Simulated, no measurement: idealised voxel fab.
Title: Process Module voxel fin reveal
Each square cell in cross-section cut measures 5 nm, and the section as a whole is 245 nm wide.
Just so we're on the same page, the cross-sections are grids of square cells, and they're listed out in bands top to bottom, each band one or more rows deep. The entry gives the band's vertical extent as a top height and a bottom height in nm, then its horizontal make-up as materials from left to right, each with a width in nm. "air" stands for empty space; a single material marked "all across" fills the band edge to edge. All heights in this document are referenced to 0, defined as the level beneath which the wafer, as received, consists entirely of one material. The lowest band is not bounded below; it extends indefinitely downward and is written in the form "0 -> down". Note: "30->40" means the width goes from the first number (top row of the band) to the second number (bottom row) in equal steps per row of cells. When a step is marked "nothing changed", none of the cells in the cross-section changed during that step. What "Enclosed void inventory" gives you is every empty space of 8 cells or more that is cut off from the top. Each appears as width x height at distance, with the distance taken from the left edge and width, height and distance all in nm. If you see something after the settings on a step's line, that's the simulator's own remark about that step. Among the settings permitted on a step's line is "overlay nm"; applied to a step with a mask, it specifies the extent to which the mask lay to the right of its planned position, whereas a negative figure signifies a position to the left.

Steps planned for the process:
1: RECEIVE: material Si
2: CONFORMAL_DEP: material SiN, thk nm 5
3: DIRECTIONAL_DEP: material aC, thk nm 10
4: PATTERN: tone cover, mask id FINS, material resist, width nm 15, pitch nm 40, thk nm 25, overlay nm 0
5: DIRECTIONAL_ETCH: etch materials aC, depth nm 10
6: STRIP: etch materials resist
7: DIRECTIONAL_ETCH: etch materials SiN, depth nm 5
8: DIRECTIONAL_ETCH: etch materials Si, depth nm 35
9: STRIP: etch materials aC
10: OXIDIZE: depth nm 5
11: FILL_DEP: material SiO2, thk nm 5
12: CMP: height nm 5
13: SELECTIVE_ETCH: etch materials SiO2, depth nm 30
14: STRIP: etch materials SiN

Here's what the wafer looked like in cross-section when it arrived - that's after step 1:
> 0 -> down | Si all across
> Enclosed void inventory: none

Module complete - cross-section of the first of two wafers, run according to plan:
> 0 -> -25 | 80 of air / 5 of Si / 35 of air / 5 of Si / 35 of air / 5 of Si / 80 of air
> -25 -> -40 | 80 of SiO2 / 5 of Si / 35 of SiO2 / 5 of Si / 35 of SiO2 / 5 of Si / 80 of SiO2
> -40 -> down | Si all across
> Enclosed void inventory: none

Cross-sectional image of the second wafer of the two following completion of the module. Starting state and process plan were the same as for the first wafer; one execution error occurred:
> -5 -> -35 | 80 of air / 5 of Si / 35 of air / 5 of Si / 35 of air / 5 of Si / 80 of air
> -35 -> -40 | 80 of SiO2 / 5 of Si / 35 of SiO2 / 5 of Si / 35 of SiO2 / 5 of Si / 80 of SiO2
> -40 -> down | Si all across
> Enclosed void inventory: none
Finding, execution versus plan: for step 12, the planned setting was not used; the step was instead run as CMP: height nm -5
at the end the second wafer has, in cells: Si: 3 fewer; SiO2: 92 fewer
